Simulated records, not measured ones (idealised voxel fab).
voxel gate over fins: a process module
Section shown: cut. Width: 145 nm. Cell size: 5 nm, square.
When this document writes out a cross-section, it uses a grid of square cells and lists it as bands, beginning at the top and moving down, with a band standing for one or more rows of cells. For a band, the entry starts with two heights in nm, that of the top and then that of the bottom, and carries on with the band's materials in order from left to right, each alongside its width in nm; the word "throughout" beside a single material means it fills the band edge to edge, and "air" means empty space. Height is counted from the level 0, under which the received wafer is composed throughout of one material. The lowest of the bands is not closed at the bottom but continues downward, in the notation "0 -> down". Top row gets the first number, bottom row gets the second, and each row in between changes by the same step: that is how a band width like "30 to 40" works. The cross-section has no changed cell in any step marked "remained the same". Voids not open to the top, 8 cells minimum: see "Voids, fully enclosed". Written width x height at distance; distance is from the left edge; nm. Heads up: the bit after the settings on a step's line is the simulator's remark on that step. overlay nm: on a step with a mask, how far right of its planned place the mask lay; negative means left.

# Steps planned for the process
1. RECEIVE | material Si
2. CONFORMAL_DEP | material SiN | thk nm 5
3. PATTERN | tone cover | mask id FINS | material resist | width nm 15 | pitch nm 35 | thk nm 20 | overlay nm 0
4. DIRECTIONAL_ETCH | etch materials SiN | depth nm 5
5. DIRECTIONAL_ETCH | etch materials Si | depth nm 30
6. STRIP | etch materials resist
7. OXIDIZE | depth nm 5
8. FILL_DEP | material SiO2 | thk nm 15
9. CMP | height nm 5
10. SELECTIVE_ETCH | etch materials SiO2 | depth nm 15
11. STRIP | etch materials SiN
12. CONFORMAL_DEP | material HfO2 | thk nm 5
13. CONFORMAL_DEP | material TiN | thk nm 5
14. FILL_DEP | material W | thk nm 15
15. CMP | height nm 20
16. CONFORMAL_DEP | material SiN | thk nm 5

# First of the two wafers, run per plan

# Cross-section of the wafer as it came to us, i.e., already through step 1
    0 -> down = Si throughout
    Voids, fully enclosed: none

# Step 2 complete: cross-section through the wafer
    5 -> 0 = SiN throughout
    No changes below 0.

# Step 3 complete: cross-section through the wafer
    25 -> 5 = air 30  resist 15  air 20  resist 15  air 20  resist 15  air 30
    No changes below 5.

# Step 4 complete: cross-section through the wafer
    25 -> 5 = air 30  resist 15  air 20  resist 15  air 20  resist 15  air 30
    5 -> 0 = air 30  SiN 15  air 20  SiN 15  air 20  SiN 15  air 30
    No changes below 0.

# Step 5 complete: cross-section through the wafer
    25 -> 5 = air 30  resist 15  air 20  resist 15  air 20  resist 15  air 30
    5 -> 0 = air 30  SiN 15  air 20  SiN 15  air 20  SiN 15  air 30
    0 -> -30 = air 30  Si 15  air 20  Si 15  air 20  Si 15  air 30
    No changes below -30.

# Step 6 complete: cross-section through the wafer
    5 -> 0 = air 30  SiN 15  air 20  SiN 15  air 20  SiN 15  air 30
    No changes below 0.

# Step 7 complete: cross-section through the wafer
    5 -> 0 = air 30  SiN 15  air 20  SiN 15  air 20  SiN 15  air 30
    0 -> -30 = air 30  SiO2 5  Si 5  SiO2 5  air 20  SiO2 5  Si 5  SiO2 5  air 20  SiO2 5  Si 5  SiO2 5  air 30
    -30 -> -35 = SiO2 35  Si 5  SiO2 30  Si 5  SiO2 30  Si 5  SiO2 35
    No changes below -35.

# Step 8 complete: cross-section through the wafer
    20 -> 5 = SiO2 throughout
    5 -> 0 = SiO2 30  SiN 15  SiO2 20  SiN 15  SiO2 20  SiN 15  SiO2 30
    0 -> -35 = SiO2 35  Si 5  SiO2 30  Si 5  SiO2 30  Si 5  SiO2 35
    No changes below -35.

# Step 9 complete: cross-section through the wafer
    5 -> 0 = SiO2 30  SiN 15  SiO2 20  SiN 15  SiO2 20  SiN 15  SiO2 30
    No changes below 0.

# Step 10 complete: cross-section through the wafer
    5 -> 0 = air 30  SiN 15  air 20  SiN 15  air 20  SiN 15  air 30
    0 -> -10 = air 35  Si 5  air 30  Si 5  air 30  Si 5  air 35
    No changes below -10.

# Step 11 complete: cross-section through the wafer
    0 -> -10 = air 35  Si 5  air 30  Si 5  air 30  Si 5  air 35
    No changes below -10.

# Step 12 complete: cross-section through the wafer
    5 -> 0 = air 30  HfO2 15  air 20  HfO2 15  air 20  HfO2 15  air 30
    0 -> -5 = air 30  HfO2 5  Si 5  HfO2 5  air 20  HfO2 5  Si 5  HfO2 5  air 20  HfO2 5  Si 5  HfO2 5  air 30
    -5 -> -10 = HfO2 35  Si 5  HfO2 30  Si 5  HfO2 30  Si 5  HfO2 35
    No changes below -10.

# Step 13 complete: cross-section through the wafer
    10 -> 5 = air 25  TiN 25  air 10  TiN 25  air 10  TiN 25  air 25
    5 -> 0 = air 25  TiN 5  HfO2 15  TiN 5  air 10  TiN 5  HfO2 15  TiN 5  air 10  TiN 5  HfO2 15  TiN 5  air 25
    0 -> -5 = TiN 30  HfO2 5  Si 5  HfO2 5  TiN 20  HfO2 5  Si 5  HfO2 5  TiN 20  HfO2 5  Si 5  HfO2 5  TiN 30
    No changes below -5.

# Step 14 complete: cross-section through the wafer
    25 -> 10 = W throughout
    10 -> 5 = W 25  TiN 25  W 10  TiN 25  W 10  TiN 25  W 25
    5 -> 0 = W 25  TiN 5  HfO2 15  TiN 5  W 10  TiN 5  HfO2 15  TiN 5  W 10  TiN 5  HfO2 15  TiN 5  W 25
    No changes below 0.

# Step 15 complete: cross-section through the wafer
    20 -> 10 = W throughout
    No changes below 10.

# Step 16 complete: cross-section through the wafer
    25 -> 20 = SiN throughout
    No changes below 20.

# The second wafer was prepared from the same starting point and under the same plan as the first; its processing contained one mistake, and it remains indistinguishable from the first wafer up to and including step 2

# Second wafer, cross-section, planned end of step 3
    25 -> 5 = air 30  resist 20  air 15  resist 20  air 15  resist 20  air 25
    No changes below 5.

# Second wafer, cross-section, planned end of step 4
    25 -> 5 = air 30  resist 20  air 15  resist 20  air 15  resist 20  air 25
    5 -> 0 = air 30  SiN 20  air 15  SiN 20  air 15  SiN 20  air 25
    No changes below 0.

# Second wafer, cross-section, planned end of step 5
    25 -> 5 = air 30  resist 20  air 15  resist 20  air 15  resist 20  air 25
    5 -> 0 = air 30  SiN 20  air 15  SiN 20  air 15  SiN 20  air 25
    0 -> -30 = air 30  Si 20  air 15  Si 20  air 15  Si 20  air 25
    No changes below -30.

# Second wafer, cross-section, planned end of step 6
    5 -> 0 = air 30  SiN 20  air 15  SiN 20  air 15  SiN 20  air 25
    No changes below 0.

# Second wafer, cross-section, planned end of step 7
    5 -> 0 = air 30  SiN 20  air 15  SiN 20  air 15  SiN 20  air 25
    0 -> -30 = air 30  SiO2 5  Si 10  SiO2 5  air 15  SiO2 5  Si 10  SiO2 5  air 15  SiO2 5  Si 10  SiO2 5  air 25
    -30 -> -35 = SiO2 35  Si 10  SiO2 25  Si 10  SiO2 25  Si 10  SiO2 30
    No changes below -35.

# Second wafer, cross-section, planned end of step 8
    20 -> 5 = SiO2 throughout
    5 -> 0 = SiO2 30  SiN 20  SiO2 15  SiN 20  SiO2 15  SiN 20  SiO2 25
    0 -> -35 = SiO2 35  Si 10  SiO2 25  Si 10  SiO2 25  Si 10  SiO2 30
    No changes below -35.

# Second wafer, cross-section, planned end of step 9
    5 -> 0 = SiO2 30  SiN 20  SiO2 15  SiN 20  SiO2 15  SiN 20  SiO2 25
    No changes below 0.

# Second wafer, cross-section, planned end of step 10
    5 -> 0 = air 30  SiN 20  air 15  SiN 20  air 15  SiN 20  air 25
    0 -> -10 = air 35  Si 10  air 25  Si 10  air 25  Si 10  air 30
    No changes below -10.

# Second wafer, cross-section, planned end of step 11
    0 -> -10 = air 35  Si 10  air 25  Si 10  air 25  Si 10  air 30
    No changes below -10.

# Second wafer, cross-section, planned end of step 12
    5 -> 0 = air 30  HfO2 20  air 15  HfO2 20  air 15  HfO2 20  air 25
    0 -> -5 = air 30  HfO2 5  Si 10  HfO2 5  air 15  HfO2 5  Si 10  HfO2 5  air 15  HfO2 5  Si 10  HfO2 5  air 25
    -5 -> -10 = HfO2 35  Si 10  HfO2 25  Si 10  HfO2 25  Si 10  HfO2 30
    No changes below -10.

# Second wafer, cross-section, planned end of step 13
    10 -> 5 = air 25  TiN 30  air 5  TiN 30  air 5  TiN 30  air 20
    5 -> 0 = air 25  TiN 5  HfO2 20  TiN 5  air 5  TiN 5  HfO2 20  TiN 5  air 5  TiN 5  HfO2 20  TiN 5  air 20
    0 -> -5 = TiN 30  HfO2 5  Si 10  HfO2 5  TiN 15  HfO2 5  Si 10  HfO2 5  TiN 15  HfO2 5  Si 10  HfO2 5  TiN 25
    No changes below -5.

# Second wafer, cross-section, planned end of step 14
    25 -> 10 = W throughout
    10 -> 5 = W 25  TiN 30  W 5  TiN 30  W 5  TiN 30  W 20
    5 -> 0 = W 25  TiN 5  HfO2 20  TiN 5  W 5  TiN 5  HfO2 20  TiN 5  W 5  TiN 5  HfO2 20  TiN 5  W 20
    No changes below 0.

# Second wafer, cross-section, planned end of step 15
    20 -> 10 = W throughout
    No changes below 10.

# Second wafer, cross-section, planned end of step 16
    25 -> 20 = SiN throughout
    No changes below 20.
Against the plan, the run slipped here: heads up, step 3 didn't go per plan, it actually ran as PATTERN | tone cover | mask id FINS | material resist | width nm 20 | pitch nm 35 | thk nm 20 | overlay nm 0
The final cell counts differ between the wafers, with the second having more or fewer of some materials than the first: Si: 21 more, SiO2: 15 fewer, W: 6 fewer
